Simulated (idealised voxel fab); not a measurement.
The process module presented herein is designated voxel ribs on slabs.
It is cross-section cut that appears here, measuring 140 nm in width, its square cells being 5 nm in size.
Notation: cross-section as square-cell grid; stated in bands, top first, going down; one or more cell rows per band.
For a band, the entry starts with two heights in nm, that of the top and then that of the bottom, and carries on with the band's materials in order from left to right, each alongside its width in nm; the word "everywhere" beside a single material means it fills the band edge to edge, and "empty" means empty space.
Heads up on the height convention: 0 is the point under which the incoming wafer is all one material, and the lowest band has no bottom, it just keeps going down, like "top 0, no bottom".
Width spec "30..40" -> top row of cells at first value, bottom row at second value, equal per-row change in between.
"remained unchanged" after a step means that no cell of the cross-section changed.
"Voids, enclosed" specifies each empty space that is not open to the top and that occupies no fewer than 8 cells, using the form width x height at distance, the distance measured from the left edge and all three quantities in nm.
after a step's settings: what the simulator itself notes on the step
overlay nm: how far to the right of its planned place the mask lay on this masked step (negative: to the left).
# The planned process steps are enumerated hereunder
- 1: op RECEIVE | material Si
- 2: op DIRECTIONAL_DEP | material SiO2 | thk nm 20
- 3: op DIRECTIONAL_DEP | material SiN | thk nm 20
- 4: op PATTERN | tone cover | mask id RIB | material resist | width nm 25 | thk nm 15 | overlay nm 0
- 5: op DIRECTIONAL_ETCH | etch materials SiN | depth nm 15
- 6: op STRIP | etch materials resist
- 7: op MASKED_ETCH | tone cover | mask id SLAB | width nm 55 | etch materials SiN | depth nm 5 | overlay nm 0
- 8: op FILL_DEP | material SiO2 | thk nm 15
- 9: op CMP | height nm 50
- 10: op DIRECTIONAL_DEP | material TiN | thk nm 5
- 11: op DIRECTIONAL_DEP | material aC | thk nm 15
- 12: op PATTERN | tone cover | mask id HEATER | material resist | width nm 35 | thk nm 35 | overlay nm 0
- 13: op DIRECTIONAL_ETCH | etch materials aC | depth nm 15
- 14: op STRIP | etch materials resist
- 15: op DIRECTIONAL_ETCH | etch materials TiN | depth nm 5
- 16: op STRIP | etch materials aC
- 17: op CONFORMAL_DEP | material SiN | thk nm 10
# Shown in cross-section is the wafer as received, that is, as it stands after step 1
* top 0, no bottom = Si everywhere
* Voids, enclosed: none
# Final wafer profile in cross-section after the module, from the same start and plan as above, with one mistake made during processing
* top 65, bottom 60 = empty 40; SiN 55; empty 45
* top 60, bottom 55 = SiN everywhere
* top 55, bottom 50 = SiN 50; TiN 35; SiN 55
* top 50, bottom 35 = SiO2 55; SiN 25; SiO2 60
* top 35, bottom 30 = SiO2 40; SiN 55; SiO2 45
* top 30, bottom 0 = SiO2 everywhere
* top 0, no bottom = Si everywhere
* Voids, enclosed: none
Which mistake was made when the wafer was run? step 2, actual vs plan mismatch, actual run op DIRECTIONAL_DEP | material SiO2 | thk nm 30
